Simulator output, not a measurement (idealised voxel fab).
process module | voxel tone inversion
For reference, the cross-section in this document is cut, with width 230 nm and square cells of 5 nm.
Bands, listed from the top down, are how a cross-section gets written in this document; the cross-section itself is a grid of square cells, and a band is one or more rows of them. Band entry format. Leading values: height of top, height of bottom, nm. Remainder: materials in left-to-right order, each with its width in nm. Special words: "full width" on a single material, which then fills the band edge to edge; "air", empty space. Height is counted from the level 0, under which the received wafer is composed throughout of one material. The lowest of the bands is not closed at the bottom but continues downward, in the notation "0..down". Width "30->40": first value at the band's top row of cells, second value at its bottom row, equal change from row to row. Where a step carries "no change", the cross-section came out of it unchanged, cell for cell. Each empty space that has no open way to the top and spans at least 8 cells appears under "Entrapped void list" as width x height at distance, the distance counted from the left edge, all in nm. Step line, after settings: the simulator's comment on this step. overlay nm: mask offset rightward from planned place, masked step; negative means leftward offset.

List of planned process steps
1) RECEIVE, material Si
2) CONFORMAL_DEP, material SiCN, thk nm 10
3) DIRECTIONAL_DEP, material polySi, thk nm 20
4) PATTERN, tone cover, mask id POSTS, material resist, width nm 15, pitch nm 40, thk nm 30, overlay nm 0
5) DIRECTIONAL_ETCH, etch materials polySi, depth nm 20
6) STRIP, etch materials resist
7) FILL_DEP, material lowk, thk nm 10
8) CMP, height nm 30
9) STRIP, etch materials polySi
10) CONFORMAL_DEP, material TiN, thk nm 5
11) FILL_DEP, material Ru, thk nm 10
12) CMP, height nm 30
13) CONFORMAL_DEP, material SiN, thk nm 5

Run as planned: first of two wafers

The cross-section here shows the wafer as received, i.e. in its state after step 1
	0..down: Si full width
	Entrapped void list: none

Presented here is a cross-section of the wafer after step 2 has been performed
	10..0: SiCN full width
	below 0: unchanged

Presented here is a cross-section of the wafer after step 3 has been performed
	30..10: polySi full width
	below 10: unchanged

Presented here is a cross-section of the wafer after step 4 has been performed
	60..30: air 65  resist 15  air 25  resist 15  air 25  resist 15  air 70
	below 30: unchanged

Presented here is a cross-section of the wafer after step 5 has been performed
	60..30: air 65  resist 15  air 25  resist 15  air 25  resist 15  air 70
	30..10: air 65  polySi 15  air 25  polySi 15  air 25  polySi 15  air 70
	below 10: unchanged

Presented here is a cross-section of the wafer after step 6 has been performed
	30..10: air 65  polySi 15  air 25  polySi 15  air 25  polySi 15  air 70
	below 10: unchanged

Presented here is a cross-section of the wafer after step 7 has been performed
	40..30: lowk full width
	30..10: lowk 65  polySi 15  lowk 25  polySi 15  lowk 25  polySi 15  lowk 70
	below 10: unchanged

Presented here is a cross-section of the wafer after step 8 has been performed
	30..10: lowk 65  polySi 15  lowk 25  polySi 15  lowk 25  polySi 15  lowk 70
	below 10: unchanged

Presented here is a cross-section of the wafer after step 9 has been performed
	30..10: lowk 65  air 15  lowk 25  air 15  lowk 25  air 15  lowk 70
	below 10: unchanged

Presented here is a cross-section of the wafer after step 10 has been performed
	35..30: TiN 70  air 5  TiN 35  air 5  TiN 35  air 5  TiN 75
	30..15: lowk 65  TiN 5  air 5  TiN 5  lowk 25  TiN 5  air 5  TiN 5  lowk 25  TiN 5  air 5  TiN 5  lowk 70
	15..10: lowk 65  TiN 15  lowk 25  TiN 15  lowk 25  TiN 15  lowk 70
	below 10: unchanged

Presented here is a cross-section of the wafer after step 11 has been performed
	45..35: Ru full width
	35..30: TiN 70  Ru 5  TiN 35  Ru 5  TiN 35  Ru 5  TiN 75
	30..15: lowk 65  TiN 5  Ru 5  TiN 5  lowk 25  TiN 5  Ru 5  TiN 5  lowk 25  TiN 5  Ru 5  TiN 5  lowk 70
	below 15: unchanged

Presented here is a cross-section of the wafer after step 12 has been performed
	30..15: lowk 65  TiN 5  Ru 5  TiN 5  lowk 25  TiN 5  Ru 5  TiN 5  lowk 25  TiN 5  Ru 5  TiN 5  lowk 70
	below 15: unchanged

Presented here is a cross-section of the wafer after step 13 has been performed
	35..30: SiN full width
	below 30: unchanged

For the second wafer, take the first wafer's start and plan, then add one mistake made in running it; everything through step 5, that step included, is shared with the first

Planned end of step 6: second wafer, cross-section
	30..10: air 65  polySi 15  air 25  polySi 15  air 25  polySi 15  air 70
	below 10: unchanged

Planned end of step 7: second wafer, cross-section
	40..30: lowk full width
	30..10: lowk 65  polySi 15  lowk 25  polySi 15  lowk 25  polySi 15  lowk 70
	below 10: unchanged

Planned end of step 8: second wafer, cross-section
	30..10: lowk 65  polySi 15  lowk 25  polySi 15  lowk 25  polySi 15  lowk 70
	below 10: unchanged

Planned end of step 9: second wafer, cross-section
	30..10: lowk 65  air 15  lowk 25  air 15  lowk 25  air 15  lowk 70
	below 10: unchanged

Planned end of step 10: second wafer, cross-section
	35..30: TiN 70  air 5  TiN 35  air 5  TiN 35  air 5  TiN 75
	30..15: lowk 65  TiN 5  air 5  TiN 5  lowk 25  TiN 5  air 5  TiN 5  lowk 25  TiN 5  air 5  TiN 5  lowk 70
	15..10: lowk 65  TiN 15  lowk 25  TiN 15  lowk 25  TiN 15  lowk 70
	below 10: unchanged

Planned end of step 11: second wafer, cross-section
	45..35: Ru full width
	35..30: TiN 70  Ru 5  TiN 35  Ru 5  TiN 35  Ru 5  TiN 75
	30..15: lowk 65  TiN 5  Ru 5  TiN 5  lowk 25  TiN 5  Ru 5  TiN 5  lowk 25  TiN 5  Ru 5  TiN 5  lowk 70
	below 15: unchanged

Planned end of step 12: second wafer, cross-section
	30..15: lowk 65  TiN 5  Ru 5  TiN 5  lowk 25  TiN 5  Ru 5  TiN 5  lowk 25  TiN 5  Ru 5  TiN 5  lowk 70
	below 15: unchanged

Planned end of step 13: second wafer, cross-section
	35..30: SiN full width
	below 30: unchanged
The mistake made against the process plan was this: step 6 from the plan got run twice
The two wafers come out with the same cross-section, meaning that, for this model, the mistake has no consequence in the computed result.
